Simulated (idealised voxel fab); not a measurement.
The process module presented herein is designated voxel self aligned contacts.
This is section cut - it's 215 nm across, gridded in 5 nm square cells.
How to read a cross-section here: the picture is a grid of square cells, written as bands going from the top down, and any band can span one or more rows of cells.
The band entry comprises the height of the band's top followed by the height of its bottom, expressed in nm, and subsequently the band's materials from left to right, each stated together with its width in nm. Where a single material is marked with the word "throughout", that material fills the band from edge to edge. The word "empty" represents empty space.
Zero point of the height axis is 0; under it, received wafer = one material. Lowest band: continues down indefinitely, "from 0 down".
You'd read "30 to 40" like this: the band's top row of cells is as wide as the first number, its bottom row is as wide as the second, and going down, every row changes width by the same amount as the row before did.
Given "nothing altered" for a step, no cell of the cross-section differs between before and after that step.
Heads up: "Enclosed cavities" only lists the empty pockets with no open path to the top that are 8 cells or more, and it writes them as width x height at distance, distance from the left edge, in nm.
Step line, after settings: the simulator's comment on this step.
You can add "overlay nm" to a step's line. For a step with a mask, it describes how far the mask lay to the right of its planned position, and a negative number describes a lay to the left.
Planned process steps:
1,RECEIVE: material Si
2,OXIDIZE: depth nm 5
3,DIRECTIONAL_DEP: material polySi, thk nm 20
4,DIRECTIONAL_DEP: material SiN, thk nm 15
5,DIRECTIONAL_DEP: material aC, thk nm 15
6,PATTERN: tone cover, mask id GATE, material resist, width nm 30, pitch nm 65, thk nm 30, overlay nm 0
7,DIRECTIONAL_ETCH: etch materials aC, depth nm 15
8,STRIP: etch materials resist
9,DIRECTIONAL_ETCH: etch materials SiN, depth nm 15
10,DIRECTIONAL_ETCH: etch materials polySi, depth nm 20
11,STRIP: etch materials aC
12,CONFORMAL_DEP: material SiN, thk nm 5
13,DIRECTIONAL_ETCH: etch materials SiN, depth nm 5
14,FILL_DEP: material SiO2, thk nm 15
15,CMP: height nm 45
16,DIRECTIONAL_DEP: material aC, thk nm 10
17,PATTERN: tone open, mask id CONTACT, material resist, width nm 45, pitch nm 65, thk nm 25, overlay nm 0
18,DIRECTIONAL_ETCH: etch materials aC, depth nm 10
19,STRIP: etch materials resist
20,DIRECTIONAL_ETCH: etch materials SiO2, depth nm 50
21,STRIP: etch materials aC
22,CONFORMAL_DEP: material TiN, thk nm 5
23,FILL_DEP: material W, thk nm 5
24,CMP: height nm 45
25,CONFORMAL_DEP: material SiN, thk nm 5
First of the two wafers, run per plan:
Delivered wafer in cross-section: state after step 1:
  from 0 down  Si throughout
  Enclosed cavities: none
The following cross-section depicts the wafer upon completion of step 2:
  from 0 to -5  SiO2 throughout
  For the remainder of the cross-section, below -5, there is no change.
The following cross-section depicts the wafer upon completion of step 3:
  from 20 to 0  polySi throughout
  For the remainder of the cross-section, below 0, there is no change.
The following cross-section depicts the wafer upon completion of step 4:
  from 35 to 20  SiN throughout
  For the remainder of the cross-section, below 20, there is no change.
The following cross-section depicts the wafer upon completion of step 5:
  from 50 to 35  aC throughout
  For the remainder of the cross-section, below 35, there is no change.
The following cross-section depicts the wafer upon completion of step 6:
  from 80 to 50  25 empty  30 resist  35 empty  30 resist  35 empty  30 resist  30 empty
  For the remainder of the cross-section, below 50, there is no change.
The following cross-section depicts the wafer upon completion of step 7:
  from 65 to 50  25 empty  30 resist  35 empty  30 resist  35 empty  30 resist  30 empty
  from 50 to 35  25 empty  30 aC  35 empty  30 aC  35 empty  30 aC  30 empty
  For the remainder of the cross-section, below 35, there is no change.
The following cross-section depicts the wafer upon completion of step 8:
  from 50 to 35  25 empty  30 aC  35 empty  30 aC  35 empty  30 aC  30 empty
  For the remainder of the cross-section, below 35, there is no change.
The following cross-section depicts the wafer upon completion of step 9:
  from 50 to 35  25 empty  30 aC  35 empty  30 aC  35 empty  30 aC  30 empty
  from 35 to 20  25 empty  30 SiN  35 empty  30 SiN  35 empty  30 SiN  30 empty
  For the remainder of the cross-section, below 20, there is no change.
The following cross-section depicts the wafer upon completion of step 10:
  from 50 to 35  25 empty  30 aC  35 empty  30 aC  35 empty  30 aC  30 empty
  from 35 to 20  25 empty  30 SiN  35 empty  30 SiN  35 empty  30 SiN  30 empty
  from 20 to 0  25 empty  30 polySi  35 empty  30 polySi  35 empty  30 polySi  30 empty
  For the remainder of the cross-section, below 0, there is no change.
The following cross-section depicts the wafer upon completion of step 11:
  from 35 to 20  25 empty  30 SiN  35 empty  30 SiN  35 empty  30 SiN  30 empty
  For the remainder of the cross-section, below 20, there is no change.
The following cross-section depicts the wafer upon completion of step 12:
  from 40 to 20  20 empty  40 SiN  25 empty  40 SiN  25 empty  40 SiN  25 empty
  from 20 to 5  20 empty  5 SiN  30 polySi  5 SiN  25 empty  5 SiN  30 polySi  5 SiN  25 empty  5 SiN  30 polySi  5 SiN  25 empty
  from 5 to 0  25 SiN  30 polySi  35 SiN  30 polySi  35 SiN  30 polySi  30 SiN
  For the remainder of the cross-section, below 0, there is no change.
The following cross-section depicts the wafer upon completion of step 13:
  from 35 to 20  20 empty  40 SiN  25 empty  40 SiN  25 empty  40 SiN  25 empty
  from 20 to 0  20 empty  5 SiN  30 polySi  5 SiN  25 empty  5 SiN  30 polySi  5 SiN  25 empty  5 SiN  30 polySi  5 SiN  25 empty
  For the remainder of the cross-section, below 0, there is no change.
The following cross-section depicts the wafer upon completion of step 14:
  from 50 to 35  SiO2 throughout
  from 35 to 20  20 SiO2  40 SiN  25 SiO2  40 SiN  25 SiO2  40 SiN  25 SiO2
  from 20 to 0  20 SiO2  5 SiN  30 polySi  5 SiN  25 SiO2  5 SiN  30 polySi  5 SiN  25 SiO2  5 SiN  30 polySi  5 SiN  25 SiO2
  For the remainder of the cross-section, below 0, there is no change.
The following cross-section depicts the wafer upon completion of step 15:
  from 45 to 35  SiO2 throughout
  For the remainder of the cross-section, below 35, there is no change.
The following cross-section depicts the wafer upon completion of step 16:
  from 55 to 45  aC throughout
  For the remainder of the cross-section, below 45, there is no change.
The following cross-section depicts the wafer upon completion of step 17:
  from 80 to 55  50 resist  45 empty  20 resist  45 empty  55 resist
  For the remainder of the cross-section, below 55, there is no change.
The following cross-section depicts the wafer upon completion of step 18:
  from 70 to 55  50 resist  45 empty  20 resist  45 empty  55 resist
  from 55 to 45  50 aC  45 empty  20 aC  45 empty  55 aC
  For the remainder of the cross-section, below 45, there is no change.
The following cross-section depicts the wafer upon completion of step 19:
  from 55 to 45  50 aC  45 empty  20 aC  45 empty  55 aC
  For the remainder of the cross-section, below 45, there is no change.
The following cross-section depicts the wafer upon completion of step 20:
  from 55 to 45  50 aC  45 empty  20 aC  45 empty  55 aC
  from 45 to 35  50 SiO2  45 empty  20 SiO2  45 empty  55 SiO2
  from 35 to 20  20 SiO2  40 SiN  25 empty  40 SiN  25 empty  40 SiN  25 SiO2
  from 20 to 0  20 SiO2  5 SiN  30 polySi  5 SiN  25 empty  5 SiN  30 polySi  5 SiN  25 empty  5 SiN  30 polySi  5 SiN  25 SiO2
  from 0 to -5  60 SiO2  25 empty  40 SiO2  25 empty  65 SiO2
  For the remainder of the cross-section, below -5, there is no change.
The following cross-section depicts the wafer upon completion of step 21:
  from 45 to 35  50 SiO2  45 empty  20 SiO2  45 empty  55 SiO2
  For the remainder of the cross-section, below 35, there is no change.
The following cross-section depicts the wafer upon completion of step 22:
  from 50 to 45  55 TiN  35 empty  30 TiN  35 empty  60 TiN
  from 45 to 35  50 SiO2  5 to 15 TiN  35 to 15 empty  5 to 15 TiN  20 SiO2  5 to 15 TiN  35 to 15 empty  5 to 15 TiN  55 SiO2
  from 35 to 20  20 SiO2  40 SiN  5 TiN  15 empty  5 TiN  40 SiN  5 TiN  15 empty  5 TiN  40 SiN  25 SiO2
  from 20 to 0  20 SiO2  5 SiN  30 polySi  5 SiN  5 TiN  15 empty  5 TiN  5 SiN  30 polySi  5 SiN  5 TiN  15 empty  5 TiN  5 SiN  30 polySi  5 SiN  25 SiO2
  from 0 to -5  60 SiO2  25 TiN  40 SiO2  25 TiN  65 SiO2
  For the remainder of the cross-section, below -5, there is no change.
The following cross-section depicts the wafer upon completion of step 23:
  from 55 to 50  W throughout
  from 50 to 45  55 TiN  35 W  30 TiN  35 W  60 TiN
  from 45 to 35  50 SiO2  5 to 15 TiN  35 to 15 W  5 to 15 TiN  20 SiO2  5 to 15 TiN  35 to 15 W  5 to 15 TiN  55 SiO2
  from 35 to 20  20 SiO2  40 SiN  5 TiN  15 W  5 TiN  40 SiN  5 TiN  15 W  5 TiN  40 SiN  25 SiO2
  from 20 to 0  20 SiO2  5 SiN  30 polySi  5 SiN  5 TiN  15 W  5 TiN  5 SiN  30 polySi  5 SiN  5 TiN  15 W  5 TiN  5 SiN  30 polySi  5 SiN  25 SiO2
  For the remainder of the cross-section, below 0, there is no change.
The following cross-section depicts the wafer upon completion of step 24:
  from 45 to 35  50 SiO2  5 to 15 TiN  35 to 15 W  5 to 15 TiN  20 SiO2  5 to 15 TiN  35 to 15 W  5 to 15 TiN  55 SiO2
  For the remainder of the cross-section, below 35, there is no change.
The following cross-section depicts the wafer upon completion of step 25:
  from 50 to 45  SiN throughout
  For the remainder of the cross-section, below 45, there is no change.
Second Wafer (Identical Start and Plan, One Processing Error; Matches First Wafer Through Step 16):
Cross-section of the second wafer when, according to plan, step 17 should have finished:
  from 80 to 55  55 resist  40 empty  25 resist  40 empty  55 resist
  For the remainder of the cross-section, below 55, there is no change.
Cross-section of the second wafer when, according to plan, step 18 should have finished:
  from 70 to 55  55 resist  40 empty  25 resist  40 empty  55 resist
  from 55 to 45  55 aC  40 empty  25 aC  40 empty  55 aC
  For the remainder of the cross-section, below 45, there is no change.
Cross-section of the second wafer when, according to plan, step 19 should have finished:
  from 55 to 45  55 aC  40 empty  25 aC  40 empty  55 aC
  For the remainder of the cross-section, below 45, there is no change.
Cross-section of the second wafer when, according to plan, step 20 should have finished:
  from 55 to 45  55 aC  40 empty  25 aC  40 empty  55 aC
  from 45 to 35  55 SiO2  40 empty  25 SiO2  40 empty  55 SiO2
  from 35 to 20  20 SiO2  40 SiN  25 empty  40 SiN  25 empty  40 SiN  25 SiO2
  from 20 to 0  20 SiO2  5 SiN  30 polySi  5 SiN  25 empty  5 SiN  30 polySi  5 SiN  25 empty  5 SiN  30 polySi  5 SiN  25 SiO2
  from 0 to -5  60 SiO2  25 empty  40 SiO2  25 empty  65 SiO2
  For the remainder of the cross-section, below -5, there is no change.
Cross-section of the second wafer when, according to plan, step 21 should have finished:
  from 45 to 35  55 SiO2  40 empty  25 SiO2  40 empty  55 SiO2
  For the remainder of the cross-section, below 35, there is no change.
Cross-section of the second wafer when, according to plan, step 22 should have finished:
  from 50 to 45  60 TiN  30 empty  35 TiN  30 empty  60 TiN
  from 45 to 35  55 SiO2  5 to 10 TiN  30 to 15 empty  5 to 15 TiN  25 SiO2  5 to 10 TiN  30 to 15 empty  5 to 15 TiN  55 SiO2
  from 35 to 20  20 SiO2  40 SiN  5 TiN  15 empty  5 TiN  40 SiN  5 TiN  15 empty  5 TiN  40 SiN  25 SiO2
  from 20 to 0  20 SiO2  5 SiN  30 polySi  5 SiN  5 TiN  15 empty  5 TiN  5 SiN  30 polySi  5 SiN  5 TiN  15 empty  5 TiN  5 SiN  30 polySi  5 SiN  25 SiO2
  from 0 to -5  60 SiO2  25 TiN  40 SiO2  25 TiN  65 SiO2
  For the remainder of the cross-section, below -5, there is no change.
Cross-section of the second wafer when, according to plan, step 23 should have finished:
  from 55 to 50  W throughout
  from 50 to 45  60 TiN  30 W  35 TiN  30 W  60 TiN
  from 45 to 35  55 SiO2  5 to 10 TiN  30 to 15 W  5 to 15 TiN  25 SiO2  5 to 10 TiN  30 to 15 W  5 to 15 TiN  55 SiO2
  from 35 to 20  20 SiO2  40 SiN  5 TiN  15 W  5 TiN  40 SiN  5 TiN  15 W  5 TiN  40 SiN  25 SiO2
  from 20 to 0  20 SiO2  5 SiN  30 polySi  5 SiN  5 TiN  15 W  5 TiN  5 SiN  30 polySi  5 SiN  5 TiN  15 W  5 TiN  5 SiN  30 polySi  5 SiN  25 SiO2
  For the remainder of the cross-section, below 0, there is no change.
Cross-section of the second wafer when, according to plan, step 24 should have finished:
  from 45 to 35  55 SiO2  5 to 10 TiN  30 to 15 W  5 to 15 TiN  25 SiO2  5 to 10 TiN  30 to 15 W  5 to 15 TiN  55 SiO2
  For the remainder of the cross-section, below 35, there is no change.
Cross-section of the second wafer when, according to plan, step 25 should have finished:
  from 50 to 45  SiN throughout
  For the remainder of the cross-section, below 45, there is no change.
What went wrong in running the wafer? step 17 was processed under conditions differing from the plan, specifically as PATTERN: tone open, mask id CONTACT, material resist, width nm 40, pitch nm 65, thk nm 25, overlay nm 0
Cell-count delta at end, second wafer over first, by material: SiO2 +4; TiN -2; W -2
